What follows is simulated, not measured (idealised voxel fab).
process module | voxel fin reveal
cross-section cut | 290 nm wide | cells 5 nm
A cross-section is a grid of square cells, given in bands from the top down. A band is one or more rows of cells.
Each band's line starts with the height of the band's top and of its bottom, in nm. Then come its materials from left to right, each with its width in nm. One material with "throughout" fills the band from edge to edge. "air" is empty space.
Height 0 is the level under which the wafer as received is all one material. The lowest band goes on downwards, as in "0 down".
A width such as "30 to 40" changes by the same amount from each row of cells to the next, from the band's top row to its bottom row.
"no change" after a step means that no cell of the cross-section changed.
closed voids: empty space of 8 cells or more with no open way to the top, each as width x height at its distance from the left edge, in nm
after a step's settings: what the simulator itself notes on the step
overlay nm, on a step with a mask: how far to the right of its planned place the mask lay; to the left if negative
plan
1 op RECEIVE | material Si
2 op CONFORMAL_DEP | material SiN | thk nm 5
3 op DIRECTIONAL_DEP | material aC | thk nm 15
4 op PATTERN | tone cover | mask id FINS | material resist | width nm 15 | pitch nm 35 | thk nm 30 | overlay nm 0
5 op DIRECTIONAL_ETCH | etch materials aC | depth nm 15
6 op STRIP | etch materials resist
7 op DIRECTIONAL_ETCH | etch materials SiN | depth nm 5
8 op DIRECTIONAL_ETCH | etch materials Si | depth nm 35
9 op STRIP | etch materials aC
10 op OXIDIZE | depth nm 5
11 op FILL_DEP | material SiO2 | thk nm 15
12 op CMP | height nm 5
13 op SELECTIVE_ETCH | etch materials SiO2 | depth nm 25
14 op STRIP | etch materials SiN
15 op CONFORMAL_DEP | material SiO2 | thk nm 5
first wafer, as planned
as received, after step 1
  0 down: Si throughout
  closed voids: none
after step 2
  5 to 0: SiN throughout
  below 0: unchanged
after step 3
  20 to 5: aC throughout
  below 5: unchanged
after step 4
  50 to 20: air 85 | resist 15 | air 20 | resist 15 | air 20 | resist 15 | air 20 | resist 15 | air 85
  below 20: unchanged
after step 5
  35 to 20: air 85 | resist 15 | air 20 | resist 15 | air 20 | resist 15 | air 20 | resist 15 | air 85
  20 to 5: air 85 | aC 15 | air 20 | aC 15 | air 20 | aC 15 | air 20 | aC 15 | air 85
  below 5: unchanged
after step 6
  20 to 5: air 85 | aC 15 | air 20 | aC 15 | air 20 | aC 15 | air 20 | aC 15 | air 85
  below 5: unchanged
after step 7
  20 to 5: air 85 | aC 15 | air 20 | aC 15 | air 20 | aC 15 | air 20 | aC 15 | air 85
  5 to 0: air 85 | SiN 15 | air 20 | SiN 15 | air 20 | SiN 15 | air 20 | SiN 15 | air 85
  below 0: unchanged
after step 8
  20 to 5: air 85 | aC 15 | air 20 | aC 15 | air 20 | aC 15 | air 20 | aC 15 | air 85
  5 to 0: air 85 | SiN 15 | air 20 | SiN 15 | air 20 | SiN 15 | air 20 | SiN 15 | air 85
  0 to -35: air 85 | Si 15 | air 20 | Si 15 | air 20 | Si 15 | air 20 | Si 15 | air 85
  below -35: unchanged
after step 9
  5 to 0: air 85 | SiN 15 | air 20 | SiN 15 | air 20 | SiN 15 | air 20 | SiN 15 | air 85
  below 0: unchanged
after step 10
  5 to 0: air 85 | SiN 15 | air 20 | SiN 15 | air 20 | SiN 15 | air 20 | SiN 15 | air 85
  0 to -35: air 85 | SiO2 5 | Si 5 | SiO2 5 | air 20 | SiO2 5 | Si 5 | SiO2 5 | air 20 | SiO2 5 | Si 5 | SiO2 5 | air 20 | SiO2 5 | Si 5 | SiO2 5 | air 85
  -35 to -40: SiO2 90 | Si 5 | SiO2 30 | Si 5 | SiO2 30 | Si 5 | SiO2 30 | Si 5 | SiO2 90
  below -40: unchanged
after step 11
  20 to 5: SiO2 throughout
  5 to 0: SiO2 85 | SiN 15 | SiO2 20 | SiN 15 | SiO2 20 | SiN 15 | SiO2 20 | SiN 15 | SiO2 85
  0 to -40: SiO2 90 | Si 5 | SiO2 30 | Si 5 | SiO2 30 | Si 5 | SiO2 30 | Si 5 | SiO2 90
  below -40: unchanged
after step 12
  5 to 0: SiO2 85 | SiN 15 | SiO2 20 | SiN 15 | SiO2 20 | SiN 15 | SiO2 20 | SiN 15 | SiO2 85
  below 0: unchanged
after step 13
  5 to 0: air 85 | SiN 15 | air 20 | SiN 15 | air 20 | SiN 15 | air 20 | SiN 15 | air 85
  0 to -20: air 90 | Si 5 | air 30 | Si 5 | air 30 | Si 5 | air 30 | Si 5 | air 90
  below -20: unchanged
after step 14
  0 to -20: air 90 | Si 5 | air 30 | Si 5 | air 30 | Si 5 | air 30 | Si 5 | air 90
  below -20: unchanged
after step 15
  5 to 0: air 85 | SiO2 15 | air 20 | SiO2 15 | air 20 | SiO2 15 | air 20 | SiO2 15 | air 85
  0 to -15: air 85 | SiO2 5 | Si 5 | SiO2 5 | air 20 | SiO2 5 | Si 5 | SiO2 5 | air 20 | SiO2 5 | Si 5 | SiO2 5 | air 20 | SiO2 5 | Si 5 | SiO2 5 | air 85
  -15 to -40: SiO2 90 | Si 5 | SiO2 30 | Si 5 | SiO2 30 | Si 5 | SiO2 30 | Si 5 | SiO2 90
  below -40: unchanged
second wafer: like start, like plan, one mistake. Through step 3 it matches the first wafer
when step 4 should have ended
  50 to 20: air 80 | resist 15 | air 20 | resist 15 | air 20 | resist 15 | air 20 | resist 15 | air 90
  below 20: unchanged
when step 5 should have ended
  35 to 20: air 80 | resist 15 | air 20 | resist 15 | air 20 | resist 15 | air 20 | resist 15 | air 90
  20 to 5: air 80 | aC 15 | air 20 | aC 15 | air 20 | aC 15 | air 20 | aC 15 | air 90
  below 5: unchanged
when step 6 should have ended
  20 to 5: air 80 | aC 15 | air 20 | aC 15 | air 20 | aC 15 | air 20 | aC 15 | air 90
  below 5: unchanged
when step 7 should have ended
  20 to 5: air 80 | aC 15 | air 20 | aC 15 | air 20 | aC 15 | air 20 | aC 15 | air 90
  5 to 0: air 80 | SiN 15 | air 20 | SiN 15 | air 20 | SiN 15 | air 20 | SiN 15 | air 90
  below 0: unchanged
when step 8 should have ended
  20 to 5: air 80 | aC 15 | air 20 | aC 15 | air 20 | aC 15 | air 20 | aC 15 | air 90
  5 to 0: air 80 | SiN 15 | air 20 | SiN 15 | air 20 | SiN 15 | air 20 | SiN 15 | air 90
  0 to -35: air 80 | Si 15 | air 20 | Si 15 | air 20 | Si 15 | air 20 | Si 15 | air 90
  below -35: unchanged
when step 9 should have ended
  5 to 0: air 80 | SiN 15 | air 20 | SiN 15 | air 20 | SiN 15 | air 20 | SiN 15 | air 90
  below 0: unchanged
when step 10 should have ended
  5 to 0: air 80 | SiN 15 | air 20 | SiN 15 | air 20 | SiN 15 | air 20 | SiN 15 | air 90
  0 to -35: air 80 | SiO2 5 | Si 5 | SiO2 5 | air 20 | SiO2 5 | Si 5 | SiO2 5 | air 20 | SiO2 5 | Si 5 | SiO2 5 | air 20 | SiO2 5 | Si 5 | SiO2 5 | air 90
  -35 to -40: SiO2 85 | Si 5 | SiO2 30 | Si 5 | SiO2 30 | Si 5 | SiO2 30 | Si 5 | SiO2 95
  below -40: unchanged
when step 11 should have ended
  20 to 5: SiO2 throughout
  5 to 0: SiO2 80 | SiN 15 | SiO2 20 | SiN 15 | SiO2 20 | SiN 15 | SiO2 20 | SiN 15 | SiO2 90
  0 to -40: SiO2 85 | Si 5 | SiO2 30 | Si 5 | SiO2 30 | Si 5 | SiO2 30 | Si 5 | SiO2 95
  below -40: unchanged
when step 12 should have ended
  5 to 0: SiO2 80 | SiN 15 | SiO2 20 | SiN 15 | SiO2 20 | SiN 15 | SiO2 20 | SiN 15 | SiO2 90
  below 0: unchanged
when step 13 should have ended
  5 to 0: air 80 | SiN 15 | air 20 | SiN 15 | air 20 | SiN 15 | air 20 | SiN 15 | air 90
  0 to -20: air 85 | Si 5 | air 30 | Si 5 | air 30 | Si 5 | air 30 | Si 5 | air 95
  below -20: unchanged
when step 14 should have ended
  0 to -20: air 85 | Si 5 | air 30 | Si 5 | air 30 | Si 5 | air 30 | Si 5 | air 95
  below -20: unchanged
when step 15 should have ended
  5 to 0: air 80 | SiO2 15 | air 20 | SiO2 15 | air 20 | SiO2 15 | air 20 | SiO2 15 | air 90
  0 to -15: air 80 | SiO2 5 | Si 5 | SiO2 5 | air 20 | SiO2 5 | Si 5 | SiO2 5 | air 20 | SiO2 5 | Si 5 | SiO2 5 | air 20 | SiO2 5 | Si 5 | SiO2 5 | air 90
  -15 to -40: SiO2 85 | Si 5 | SiO2 30 | Si 5 | SiO2 30 | Si 5 | SiO2 30 | Si 5 | SiO2 95
  below -40: unchanged
what went wrong: step 4 ran as: op PATTERN | tone cover | mask id FINS | material resist | width nm 15 | pitch nm 35 | thk nm 30 | overlay nm -5
at the end the second wafer has, in cells: as many of each material as the first, in other places
